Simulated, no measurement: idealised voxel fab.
process module | voxel self aligned contacts
cross-section cut | 185 nm wide | cells 5 nm
A cross-section is a grid of square cells, given in bands from the top down. A band is one or more rows of cells.
Each band's line starts with the height of the band's top and of its bottom, in nm. Then come its materials from left to right, each with its width in nm. One material with "throughout" fills the band from edge to edge. "air" is empty space.
Height 0 is the level under which the wafer as received is all one material. The lowest band goes on downwards, as in "0 down".
A width such as "30 to 40" changes by the same amount from each row of cells to the next, from the band's top row to its bottom row.
"no change" after a step means that no cell of the cross-section changed.
closed voids: empty space of 8 cells or more with no open way to the top, each as width x height at its distance from the left edge, in nm
after a step's settings: what the simulator itself notes on the step
overlay nm, on a step with a mask: how far to the right of its planned place the mask lay; to the left if negative
plan
1 op RECEIVE | material Si
2 op CONFORMAL_DEP | material SiO2 | thk nm 5
3 op DIRECTIONAL_DEP | material polySi | thk nm 25
4 op DIRECTIONAL_DEP | material SiN | thk nm 20
5 op MASKED_ETCH | tone cover | mask id GATE | width nm 25 | pitch nm 55 | etch materials SiN | depth nm 20 | overlay nm 0
6 op MASKED_ETCH | tone cover | mask id GATE | width nm 25 | pitch nm 55 | etch materials polySi | depth nm 25 | overlay nm 0
7 op CONFORMAL_DEP | material SiN | thk nm 5
8 op DIRECTIONAL_ETCH | etch materials SiN | depth nm 5
9 op FILL_DEP | material SiO2 | thk nm 15
10 op CMP | height nm 60
11 op DIRECTIONAL_DEP | material aC | thk nm 15
12 op PATTERN | tone open | mask id CONTACT | material resist | width nm 40 | thk nm 35 | overlay nm 0
13 op DIRECTIONAL_ETCH | etch materials aC | depth nm 15
14 op STRIP | etch materials resist
15 op DIRECTIONAL_ETCH | etch materials SiO2 | depth nm 60
16 op STRIP | etch materials aC
17 op CONFORMAL_DEP | material TiN | thk nm 5
18 op FILL_DEP | material Ru | thk nm 10
19 op CMP | height nm 60
20 op CONFORMAL_DEP | material SiCN | thk nm 5
first wafer, as planned
as received, after step 1
  0 down: Si throughout
  closed voids: none
after step 2
  5 to 0: SiO2 throughout
  below 0: unchanged
after step 3
  30 to 5: polySi throughout
  below 5: unchanged
after step 4
  50 to 30: SiN throughout
  below 30: unchanged
after step 5
  50 to 30: air 50 | SiN 25 | air 30 | SiN 25 | air 55
  below 30: unchanged
after step 6
  50 to 30: air 50 | SiN 25 | air 30 | SiN 25 | air 55
  30 to 5: air 50 | polySi 25 | air 30 | polySi 25 | air 55
  below 5: unchanged
after step 7
  55 to 30: air 45 | SiN 35 | air 20 | SiN 35 | air 50
  30 to 10: air 45 | SiN 5 | polySi 25 | SiN 5 | air 20 | SiN 5 | polySi 25 | SiN 5 | air 50
  10 to 5: SiN 50 | polySi 25 | SiN 30 | polySi 25 | SiN 55
  below 5: unchanged
after step 8
  50 to 30: air 45 | SiN 35 | air 20 | SiN 35 | air 50
  30 to 5: air 45 | SiN 5 | polySi 25 | SiN 5 | air 20 | SiN 5 | polySi 25 | SiN 5 | air 50
  below 5: unchanged
after step 9
  65 to 50: SiO2 throughout
  50 to 30: SiO2 45 | SiN 35 | SiO2 20 | SiN 35 | SiO2 50
  30 to 5: SiO2 45 | SiN 5 | polySi 25 | SiN 5 | SiO2 20 | SiN 5 | polySi 25 | SiN 5 | SiO2 50
  below 5: unchanged
after step 10
  60 to 50: SiO2 throughout
  below 50: unchanged
after step 11
  75 to 60: aC throughout
  below 60: unchanged
after step 12
  110 to 75: resist 70 | air 40 | resist 75
  below 75: unchanged
after step 13
  95 to 75: resist 70 | air 40 | resist 75
  75 to 60: aC 70 | air 40 | aC 75
  below 60: unchanged
after step 14
  75 to 60: aC 70 | air 40 | aC 75
  below 60: unchanged
after step 15
  75 to 60: aC 70 | air 40 | aC 75
  60 to 50: SiO2 70 | air 40 | SiO2 75
  50 to 30: SiO2 45 | SiN 35 | air 20 | SiN 35 | SiO2 50
  30 to 5: SiO2 45 | SiN 5 | polySi 25 | SiN 5 | air 20 | SiN 5 | polySi 25 | SiN 5 | SiO2 50
  5 to 0: SiO2 80 | air 20 | SiO2 85
  below 0: unchanged
after step 16
  60 to 50: SiO2 70 | air 40 | SiO2 75
  below 50: unchanged
after step 17
  65 to 60: TiN 75 | air 30 | TiN 80
  60 to 50: SiO2 70 | TiN 5 to 15 | air 30 to 10 | TiN 5 to 15 | SiO2 75
  50 to 30: SiO2 45 | SiN 35 | TiN 5 | air 10 | TiN 5 | SiN 35 | SiO2 50
  30 to 5: SiO2 45 | SiN 5 | polySi 25 | SiN 5 | TiN 5 | air 10 | TiN 5 | SiN 5 | polySi 25 | SiN 5 | SiO2 50
  5 to 0: SiO2 80 | TiN 20 | SiO2 85
  below 0: unchanged
after step 18
  75 to 65: Ru throughout
  65 to 60: TiN 75 | Ru 30 | TiN 80
  60 to 50: SiO2 70 | TiN 5 to 15 | Ru 30 to 10 | TiN 5 to 15 | SiO2 75
  50 to 30: SiO2 45 | SiN 35 | TiN 5 | Ru 10 | TiN 5 | SiN 35 | SiO2 50
  30 to 5: SiO2 45 | SiN 5 | polySi 25 | SiN 5 | TiN 5 | Ru 10 | TiN 5 | SiN 5 | polySi 25 | SiN 5 | SiO2 50
  below 5: unchanged
after step 19
  60 to 50: SiO2 70 | TiN 5 to 15 | Ru 30 to 10 | TiN 5 to 15 | SiO2 75
  below 50: unchanged
after step 20
  65 to 60: SiCN throughout
  below 60: unchanged
second wafer: like start, like plan, one mistake. Through step 4 it matches the first wafer
when step 5 should have ended
  50 to 40: air 50 | SiN 25 | air 30 | SiN 25 | air 55
  below 40: unchanged
when step 6 should have ended: no change
when step 7 should have ended
  55 to 45: air 45 | SiN 35 | air 20 | SiN 35 | air 50
  45 to 30: SiN throughout
  below 30: unchanged
when step 8 should have ended
  50 to 40: air 45 | SiN 35 | air 20 | SiN 35 | air 50
  below 40: unchanged
when step 9 should have ended
  65 to 50: SiO2 throughout
  50 to 40: SiO2 45 | SiN 35 | SiO2 20 | SiN 35 | SiO2 50
  below 40: unchanged
when step 10 should have ended
  60 to 50: SiO2 throughout
  below 50: unchanged
when step 11 should have ended
  75 to 60: aC throughout
  below 60: unchanged
when step 12 should have ended
  110 to 75: resist 70 | air 40 | resist 75
  below 75: unchanged
when step 13 should have ended
  95 to 75: resist 70 | air 40 | resist 75
  75 to 60: aC 70 | air 40 | aC 75
  below 60: unchanged
when step 14 should have ended
  75 to 60: aC 70 | air 40 | aC 75
  below 60: unchanged
when step 15 should have ended
  75 to 60: aC 70 | air 40 | aC 75
  60 to 50: SiO2 70 | air 40 | SiO2 75
  50 to 40: SiO2 45 | SiN 35 | air 20 | SiN 35 | SiO2 50
  below 40: unchanged
when step 16 should have ended
  60 to 50: SiO2 70 | air 40 | SiO2 75
  below 50: unchanged
when step 17 should have ended
  65 to 60: TiN 75 | air 30 | TiN 80
  60 to 50: SiO2 70 | TiN 5 to 15 | air 30 to 10 | TiN 5 to 15 | SiO2 75
  50 to 45: SiO2 45 | SiN 35 | TiN 5 | air 10 | TiN 5 | SiN 35 | SiO2 50
  45 to 40: SiO2 45 | SiN 35 | TiN 20 | SiN 35 | SiO2 50
  below 40: unchanged
when step 18 should have ended
  75 to 65: Ru throughout
  65 to 60: TiN 75 | Ru 30 | TiN 80
  60 to 50: SiO2 70 | TiN 5 to 15 | Ru 30 to 10 | TiN 5 to 15 | SiO2 75
  50 to 45: SiO2 45 | SiN 35 | TiN 5 | Ru 10 | TiN 5 | SiN 35 | SiO2 50
  below 45: unchanged
when step 19 should have ended
  60 to 50: SiO2 70 | TiN 5 to 15 | Ru 30 to 10 | TiN 5 to 15 | SiO2 75
  below 50: unchanged
when step 20 should have ended
  65 to 60: SiCN throughout
  below 60: unchanged
what went wrong: step 5 ran as: op MASKED_ETCH | tone cover | mask id GATE | width nm 25 | pitch nm 55 | etch materials SiN | depth nm 10 | overlay nm 0
at the end the second wafer has, in cells: 16 fewer of Ru | 26 more of SiN | 129 fewer of SiO2 | 16 fewer of TiN | 135 more of polySi
